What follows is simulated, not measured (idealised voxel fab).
Process module in this document: voxel released beams
The figure presents cross-section cut, which has a width of 195 nm and is divided into square cells with an edge length of 5 nm.
Cross-section = grid of square cells, listed top down in bands; band = one or more rows. Heads up on the band format: heights come first, top then bottom, in nm. After that it's the materials left to right, each with its width in nm. A single material flagged "everywhere" fills the whole band edge to edge, and "empty" means there's empty space there. All heights in this document are referenced to 0, defined as the level beneath which the wafer, as received, consists entirely of one material. The lowest band is not bounded below; it extends indefinitely downward and is written in the form "0 -> down". A width such as "30->40" changes by the same amount from each row of cells to the next, from the band's top row to its bottom row. Basically "stayed the same" means that step didn't change any cell in the cross-section. Voids not open to the top, 8 cells minimum: see "Enclosed voids". Written width x height at distance; distance is from the left edge; nm. Post-settings text on a step line: simulator's own remark regarding the step. Steps that use a mask can have "overlay nm" on their line. It says how far the mask sat to the right of where it was meant to be. Negative means to the left.

[Steps planned for the process]
1. RECEIVE (material Si)
2. CONFORMAL_DEP (material Al2O3; thk nm 10)
3. DIRECTIONAL_DEP (material SiO2; thk nm 20)
4. MASKED_ETCH (tone open; mask id ANCHOR; width nm 35; etch materials SiO2; depth nm 20; overlay nm 0)
5. CONFORMAL_DEP (material SiN; thk nm 15)
6. PATTERN (tone cover; mask id BEAM; material resist; width nm 100; thk nm 15; overlay nm 0)
7. DIRECTIONAL_ETCH (etch materials SiN; depth nm 15)
8. STRIP (etch materials resist)
9. STRIP (etch materials SiO2)

[So this is the incoming wafer in cross-section - it's already been through step 1]
	0 -> down: Si everywhere
	Enclosed voids: none

[The cross-section shown corresponds to the wafer at the conclusion of the module. The initial structure and the process plan are those presented above; however, one mistake occurred in executing the plan]
	25 -> 10: empty (45) / SiN (100) / empty (50)
	10 -> 0: Al2O3 everywhere
	0 -> down: Si everywhere
	Enclosed voids: none
Want to know what went wrong? plan step 3 was not performed, having been skipped
